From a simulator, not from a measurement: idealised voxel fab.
process module | voxel wiring stack
cross-section cut | 190 nm wide | cells 5 nm
A cross-section is a grid of square cells, given in bands from the top down. A band is one or more rows of cells.
Each band's line starts with the height of the band's top and of its bottom, in nm. Then come its materials from left to right, each with its width in nm. One material with "throughout" fills the band from edge to edge. "air" is empty space.
Height 0 is the level under which the wafer as received is all one material. The lowest band goes on downwards, as in "0 down".
A width such as "30 to 40" changes by the same amount from each row of cells to the next, from the band's top row to its bottom row.
"no change" after a step means that no cell of the cross-section changed.
closed voids: empty space of 8 cells or more with no open way to the top, each as width x height at its distance from the left edge, in nm
after a step's settings: what the simulator itself notes on the step
overlay nm, on a step with a mask: how far to the right of its planned place the mask lay; to the left if negative
plan
1 op RECEIVE | material Si
2 op CONFORMAL_DEP | material SiO2 | thk nm 15
3 op CONFORMAL_DEP | material SiN | thk nm 5
4 op DIRECTIONAL_DEP | material SiO2 | thk nm 20
5 op PATTERN | tone open | mask id METAL_1 | material resist | width nm 25 | pitch nm 40 | thk nm 20 | overlay nm 0
6 op DIRECTIONAL_ETCH | etch materials SiO2 | depth nm 20
7 op DIRECTIONAL_ETCH | etch materials SiN | depth nm 5
8 op STRIP | etch materials resist
9 op CONFORMAL_DEP | material TiN | thk nm 5
10 op FILL_DEP | material W | thk nm 5
11 op CMP | height nm 40
12 op EPI | material Ru | thk nm 5
13 op FILL_DEP | material SiCN | thk nm 5
14 op DIRECTIONAL_DEP | material SiO2 | thk nm 30
15 op DIRECTIONAL_DEP | material aC | thk nm 10
16 op PATTERN | tone open | mask id METAL_2 | material resist | width nm 25 | pitch nm 40 | thk nm 30 | overlay nm 0
17 op DIRECTIONAL_ETCH | etch materials aC | depth nm 10
18 op STRIP | etch materials resist
19 op DIRECTIONAL_ETCH | etch materials SiO2 | depth nm 15
20 op STRIP | etch materials aC
21 op PATTERN | tone open | mask id METAL_2_HOLES | material resist | width nm 15 | thk nm 15 | overlay nm 0
22 op DIRECTIONAL_ETCH | etch materials SiO2 | depth nm 15
23 op DIRECTIONAL_ETCH | etch materials SiCN | depth nm 5
24 op STRIP | etch materials resist
25 op CONFORMAL_DEP | material TiN | thk nm 5
26 op FILL_DEP | material Ru | thk nm 10
27 op CMP | height nm 80
28 op CONFORMAL_DEP | material SiCN | thk nm 5
29 op DIRECTIONAL_DEP | material SiO2 | thk nm 15
30 op DIRECTIONAL_DEP | material aC | thk nm 15
31 op PATTERN | tone open | mask id PLUG_2 | material resist | width nm 15 | thk nm 35 | overlay nm 0
32 op DIRECTIONAL_ETCH | etch materials aC | depth nm 15
33 op STRIP | etch materials resist
34 op DIRECTIONAL_ETCH | etch materials SiO2 | depth nm 15
35 op DIRECTIONAL_ETCH | etch materials SiCN | depth nm 5
36 op STRIP | etch materials aC
37 op CONFORMAL_DEP | material TiN | thk nm 5
38 op FILL_DEP | material Ru | thk nm 5
39 op CMP | height nm 100
40 op DIRECTIONAL_DEP | material TiN | thk nm 5
41 op DIRECTIONAL_DEP | material W | thk nm 20
42 op PATTERN | tone cover | mask id METAL_3 | material resist | width nm 25 | pitch nm 40 | thk nm 20 | overlay nm 0
43 op DIRECTIONAL_ETCH | etch materials W | depth nm 20
44 op DIRECTIONAL_ETCH | etch materials TiN | depth nm 5
45 op STRIP | etch materials resist
46 op CONFORMAL_DEP | material SiN | thk nm 5
47 op FILL_DEP | material SiO2 | thk nm 5
48 op CMP | height nm 125
49 op CONFORMAL_DEP | material SiCN | thk nm 5
as received, after step 1
  0 down: Si throughout
  closed voids: none
a wafer at the end: this start, this plan, one mistake
  130 to 125: SiCN throughout
  125 to 105: SiO2 55 | SiN 5 | W 25 | SiN 5 | SiO2 5 | SiN 5 | W 25 | SiN 5 | SiO2 60
  105 to 100: SiN 60 | TiN 25 | SiN 15 | TiN 25 | SiN 65
  100 to 85: W throughout
  85 to 80: SiCN throughout
  80 to 70: SiO2 60 | TiN 5 | Ru 15 | TiN 5 | SiO2 15 | TiN 5 | Ru 15 | TiN 5 | SiO2 65
  70 to 65: SiO2 60 | TiN 5 | Ru 5 | TiN 15 | SiO2 15 | TiN 25 | SiO2 65
  65 to 50: SiO2 60 | TiN 5 | Ru 5 | TiN 5 | SiO2 115
  50 to 45: SiCN 60 | TiN 15 | SiCN 115
  45 to 40: SiCN 55 | Ru 35 | SiCN 5 | Ru 35 | SiCN 60
  40 to 20: SiO2 60 | TiN 5 | W 15 | TiN 5 | SiO2 15 | TiN 5 | W 15 | TiN 5 | SiO2 65
  20 to 15: SiN 60 | TiN 25 | SiN 15 | TiN 25 | SiN 65
  15 to 0: SiO2 throughout
  0 down: Si throughout
  closed voids: none
what went wrong: step 29 ran as: op DIRECTIONAL_DEP | material W | thk nm 15
